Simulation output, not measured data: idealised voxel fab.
process module | voxel self aligned contacts
cross-section cut | 290 nm wide | cells 5 nm
A cross-section is a grid of square cells, given in bands from the top down. A band is one or more rows of cells.
Each band's line starts with the height of the band's top and of its bottom, in nm. Then come its materials from left to right, each with its width in nm. One material with "throughout" fills the band from edge to edge. "air" is empty space.
Height 0 is the level under which the wafer as received is all one material. The lowest band goes on downwards, as in "0 down".
A width such as "30 to 40" changes by the same amount from each row of cells to the next, from the band's top row to its bottom row.
"no change" after a step means that no cell of the cross-section changed.
closed voids: empty space of 8 cells or more with no open way to the top, each as width x height at its distance from the left edge, in nm
after a step's settings: what the simulator itself notes on the step
overlay nm, on a step with a mask: how far to the right of its planned place the mask lay; to the left if negative
Each pair below shows a cross-section before one step and the cross-section after it, down to the lowest band that changed. The line under each pair gives the step between them, with its settings. The pairs can come from different runs of this module on the same starting wafer, so a pair continues from the pair above only where its "before" says so.
before
  60 to 55: SiO2 120 | air 45 | SiO2 125
  55 to 35: SiO2 90 | SiN 45 | air 15 | SiN 45 | SiO2 95
  35 to 5: SiO2 80 | SiN 10 | polySi 35 | SiN 10 | air 5 | SiN 10 | polySi 35 | SiN 10 | SiO2 95
  5 to 0: SiO2 135 | air 5 | SiO2 150
  0 down: Si throughout
  closed voids: none
after
  65 to 60: TiN 125 | air 35 | TiN 130
  60 to 55: SiO2 120 | TiN 20 | air 5 | TiN 20 | SiO2 125
  55 to 40: SiO2 90 | SiN 45 | TiN 5 | air 5 | TiN 5 | SiN 45 | SiO2 95
  40 to 35: SiO2 90 | SiN 45 | TiN 15 | SiN 45 | SiO2 95
  35 to 5: SiO2 80 | SiN 10 | polySi 35 | SiN 10 | TiN 5 | SiN 10 | polySi 35 | SiN 10 | SiO2 95
  5 to 0: SiO2 135 | TiN 5 | SiO2 150
  below 0: unchanged
  closed voids: none
the step between: op CONFORMAL_DEP | material TiN | thk nm 5
before: the cross-section after the pair above
after
  70 to 65: W throughout
  65 to 60: TiN 125 | W 35 | TiN 130
  60 to 55: SiO2 120 | TiN 20 | W 5 | TiN 20 | SiO2 125
  55 to 40: SiO2 90 | SiN 45 | TiN 5 | W 5 | TiN 5 | SiN 45 | SiO2 95
  below 40: unchanged
  closed voids: none
the step between: op FILL_DEP | material W | thk nm 5
before: the cross-section after the pair above
after
  60 to 55: SiO2 120 | TiN 20 | W 5 | TiN 20 | SiO2 125
  below 55: unchanged
  closed voids: none
the step between: op CMP | height nm 60
before: the cross-section after the pair above
after
  65 to 60: SiN throughout
  below 60: unchanged
  closed voids: none
the step between: op CONFORMAL_DEP | material SiN | thk nm 5
before
  55 to 35: air 90 | SiN 45 | air 15 | SiN 45 | air 95
  35 to 5: air 90 | SiN 10 | polySi 25 | SiN 10 | air 15 | SiN 10 | polySi 25 | SiN 10 | air 95
  5 to 0: SiO2 throughout
  0 down: Si throughout
  closed voids: none
after
  65 to 35: SiN throughout
  35 to 5: SiN 100 | polySi 25 | SiN 35 | polySi 25 | SiN 105
  below 5: unchanged
  closed voids: none
the step between: op FILL_DEP | material SiN | thk nm 10
before: the cross-section after the pair above
after
  60 to 35: SiN throughout
  below 35: unchanged
  closed voids: none
the step between: op CMP | height nm 60
before: the cross-section after the pair above
after
  75 to 60: aC throughout
  below 60: unchanged
  closed voids: none
the step between: op DIRECTIONAL_DEP | material aC | thk nm 15
before: the cross-section after the pair above
after
  110 to 75: resist 120 | air 45 | resist 125
  below 75: unchanged
  closed voids: none
the step between: op PATTERN | tone open | mask id CONTACT | material resist | width nm 45 | thk nm 35 | overlay nm 0
before: the cross-section after the pair above
after
  95 to 75: resist 120 | air 45 | resist 125
  75 to 60: aC 120 | air 45 | aC 125
  below 60: unchanged
  closed voids: none
the step between: op DIRECTIONAL_ETCH | etch materials aC | depth nm 15
before: the cross-section after the pair above
after
  75 to 60: aC 120 | air 45 | aC 125
  below 60: unchanged
  closed voids: none
the step between: op STRIP | etch materials resist
before: the cross-section after the pair above
after
  60 to 35: SiN throughout
  below 35: unchanged
  closed voids: none
the step between: op STRIP | etch materials aC
before: the cross-section after the pair above
after
  65 to 60: TiN throughout
  below 60: unchanged
  closed voids: none
the step between: op CONFORMAL_DEP | material TiN | thk nm 5
before: the cross-section after the pair above
after
  70 to 65: W throughout
  below 65: unchanged
  closed voids: none
the step between: op FILL_DEP | material W | thk nm 5
before: the cross-section after the pair above
after
  60 to 35: SiN throughout
  below 35: unchanged
  closed voids: none
the step between: op CMP | height nm 60
before: the cross-section after the pair above
after
  65 to 35: SiN throughout
  below 35: unchanged
  closed voids: none
the step between: op CONFORMAL_DEP | material SiN | thk nm 5
before
  55 to 35: SiN throughout
  35 to 5: polySi throughout
  5 to 0: SiO2 throughout
  0 down: Si throughout
  closed voids: none
after
  55 to 35: SiN 100 | air 25 | SiN 35 | air 25 | SiN 105
  below 35: unchanged
  closed voids: none
the step between: op MASKED_ETCH | tone open | mask id GATE | width nm 25 | pitch nm 60 | etch materials SiN | depth nm 20 | overlay nm 0
before: the cross-section after the pair above
after
  65 to 45: SiN 110 | air 5 | SiN 55 | air 5 | SiN 115
  45 to 35: SiN throughout
  below 35: unchanged
  closed voids: none
the step between: op CONFORMAL_DEP | material SiN | thk nm 10
before: the cross-section after the pair above
after
  55 to 35: SiN 110 | air 5 | SiN 55 | air 5 | SiN 115
  below 35: unchanged
  closed voids: none
the step between: op DIRECTIONAL_ETCH | etch materials SiN | depth nm 10
before: the cross-section after the pair above
after
  65 to 55: SiO2 throughout
  55 to 35: SiN 110 | SiO2 5 | SiN 55 | SiO2 5 | SiN 115
  below 35: unchanged
  closed voids: none
the step between: op FILL_DEP | material SiO2 | thk nm 10
before: the cross-section after the pair above
after
  60 to 55: SiO2 throughout
  below 55: unchanged
  closed voids: none
the step between: op CMP | height nm 60
before: the cross-section after the pair above
after
  75 to 60: aC throughout
  below 60: unchanged
  closed voids: none
the step between: op DIRECTIONAL_DEP | material aC | thk nm 15
before: the cross-section after the pair above
after
  110 to 75: resist 120 | air 45 | resist 125
  below 75: unchanged
  closed voids: none
the step between: op PATTERN | tone open | mask id CONTACT | material resist | width nm 45 | thk nm 35 | overlay nm 0
before: the cross-section after the pair above
after
  95 to 75: resist 120 | air 45 | resist 125
  75 to 60: aC 120 | air 45 | aC 125
  below 60: unchanged
  closed voids: none
the step between: op DIRECTIONAL_ETCH | etch materials aC | depth nm 15
before: the cross-section after the pair above
after
  75 to 60: aC 120 | air 45 | aC 125
  below 60: unchanged
  closed voids: none
the step between: op STRIP | etch materials resist
before: the cross-section after the pair above
after
  75 to 60: aC 120 | air 45 | aC 125
  60 to 55: SiO2 120 | air 45 | SiO2 125
  below 55: unchanged
  closed voids: none
the step between: op DIRECTIONAL_ETCH | etch materials SiO2 | depth nm 60
before: the cross-section after the pair above
after
  60 to 55: SiO2 120 | air 45 | SiO2 125
  below 55: unchanged
  closed voids: none
the step between: op STRIP | etch materials aC
before: the cross-section after the pair above
after
  65 to 60: TiN 125 | air 35 | TiN 130
  60 to 55: SiO2 120 | TiN 45 | SiO2 125
  below 55: unchanged
  closed voids: none
the step between: op CONFORMAL_DEP | material TiN | thk nm 5
before: the cross-section after the pair above
after
  70 to 65: W throughout
  65 to 60: TiN 125 | W 35 | TiN 130
  below 60: unchanged
  closed voids: none
the step between: op FILL_DEP | material W | thk nm 5
before: the cross-section after the pair above
after
  60 to 55: SiO2 120 | TiN 45 | SiO2 125
  below 55: unchanged
  closed voids: none
the step between: op CMP | height nm 60
before: the cross-section after the pair above
after
  65 to 60: SiN throughout
  below 60: unchanged
  closed voids: none
the step between: op CONFORMAL_DEP | material SiN | thk nm 5
